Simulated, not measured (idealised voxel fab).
Process module name: voxel fin reveal
The cross-section shown here is cut; it is 245 nm wide and divided into square cells measuring 5 nm on a side.
Notation: cross-section as square-cell grid; stated in bands, top first, going down; one or more cell rows per band. What a band's entry tells you: where the top is and where the bottom is, as heights in nm, and after that what lies inside, material by material from left to right, each with its width in nm. Empty space is written as the word "air", and a single material marked with the word "throughout" occupies the band from edge to edge. Ref level 0: as-received wafer is one material below here. Bottom band extends down with no lower bound ("top 0, no bottom"). The two numbers in a width such as "30 to 40" mark its ends across the band: the first belongs to the top row of cells, the second to the bottom row, and from each row to the next the width moves by the same amount. Step note "nothing changed" = no cross-section cell changed. This entry, "Sealed void inventory", enumerates those empty regions of no fewer than 8 cells that possess no open connection to the top. Each region is reported in the form width x height at distance, the distance being taken from the left edge, with all three quantities expressed in nm. Formally, on a step line, whatever follows the settings is a remark that the simulator itself makes on the step. overlay nm: mask right of planned place by this much (step with mask). Neg. = left.
Set out below are the planned steps of the process
step 1: RECEIVE, material Si
step 2: CONFORMAL_DEP, material SiN, thk nm 5
step 3: DIRECTIONAL_DEP, material aC, thk nm 10
step 4: PATTERN, tone cover, mask id FINS, material resist, width nm 15, pitch nm 40, thk nm 25, overlay nm 0
step 5: DIRECTIONAL_ETCH, etch materials aC, depth nm 10
step 6: STRIP, etch materials resist
step 7: DIRECTIONAL_ETCH, etch materials SiN, depth nm 5
step 8: DIRECTIONAL_ETCH, etch materials Si, depth nm 35
step 9: STRIP, etch materials aC
step 10: OXIDIZE, depth nm 5
step 11: FILL_DEP, material SiO2, thk nm 5
step 12: CMP, height nm 5
step 13: SELECTIVE_ETCH, etch materials SiO2, depth nm 30
step 14: STRIP, etch materials SiN
Across this set of wafers, the varied parameter is the width nm of step 4. Starting conditions are identical for every wafer, and the plan reports the value assigned to the first wafer.
Cross-section of the first incoming wafer of several, state after step 1
	top 0, no bottom: Si throughout
	Sealed void inventory: none
Row per wafer, end-of-module: cell gain (+)/loss (-) by material since the wafer came in, then closed voids
width nm 15 | -368 Si | +138 SiO2 | Sealed void inventory: none
width nm 20 | -344 Si | +129 SiO2 | Sealed void inventory: none
width nm 25 | -320 Si | +120 SiO2 | Sealed void inventory: none
